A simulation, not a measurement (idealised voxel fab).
This section sets out a process module, namely voxel trench capacitor.
Cross-section cut: width 220 nm, square cells of 5 nm.
Square cells in a grid make up a cross-section in this document, and the grid is given as bands, listed from the top down, each one or more rows of cells.
In this notation a band is specified by the heights of its top and bottom, in that order and in nm, after which its materials appear from left to right, each paired with its width in nm. The word "edge to edge" attached to a single material means that material fills the band from edge to edge; the word "blank" stands for empty space.
Measure heights from 0. That's the level where, below it, the as-received wafer is all one material. The lowest band is bottomless and extends downward; write it as in "0 nm and below".
Note: "30..40" means the width goes from the first number (top row of the band) to the second number (bottom row) in equal steps per row of cells.
"no modifications" means the step left every cell of the cross-section as it was.
Enclosed voids (no open way to top), threshold 8 cells or more, entry "closed voids", notation width x height at distance, distance from left edge, nm.
Whatever follows a step's settings on its line is a remark the simulator itself makes about that step.
A step line may carry the setting "overlay nm", which, for steps involving a mask, states the distance by which the mask lay to the right of its intended position; negative values denote displacement to the left.
# So here's the lineup of process steps we planned
1. RECEIVE, material Si
2. CONFORMAL_DEP, material SiN, thk nm 5
3. DIRECTIONAL_DEP, material aC, thk nm 10
4. PATTERN, tone open, mask id TRENCH, material resist, width nm 25, pitch nm 40, thk nm 25, overlay nm 0
5. DIRECTIONAL_ETCH, etch materials aC, depth nm 5
6. STRIP, etch materials resist
7. DIRECTIONAL_ETCH, etch materials SiN, depth nm 5
8. DIRECTIONAL_ETCH, etch materials Si, depth nm 25
9. STRIP, etch materials aC
10. CONFORMAL_DEP, material SiO2, thk nm 5
11. FILL_DEP, material polySi, thk nm 5
12. CMP, height nm 5
The plan shows the depth nm of step 5 as the first wafer had it; this setting differs between the wafers, which start out alike.
# Cross-section: the first of several wafers in its as-received state, i.e. following step 1
0 nm and below | Si edge to edge
closed voids: none
# Below: a row per wafer. Contents at end of module: for every material, cells gained since receipt (+) or lost since receipt (-); then closed voids
depth nm 5 | +44 SiN | closed voids: none
depth nm 10 | -100 Si | +24 SiN | +60 SiO2 | +60 polySi | closed voids: none
depth nm 15 | -100 Si | +24 SiN | +60 SiO2 | +60 polySi | closed voids: none
depth nm 20 | -100 Si | +24 SiN | +60 SiO2 | +60 polySi | closed voids: none
depth nm 25 | -100 Si | +24 SiN | +60 SiO2 | +60 polySi | closed voids: none
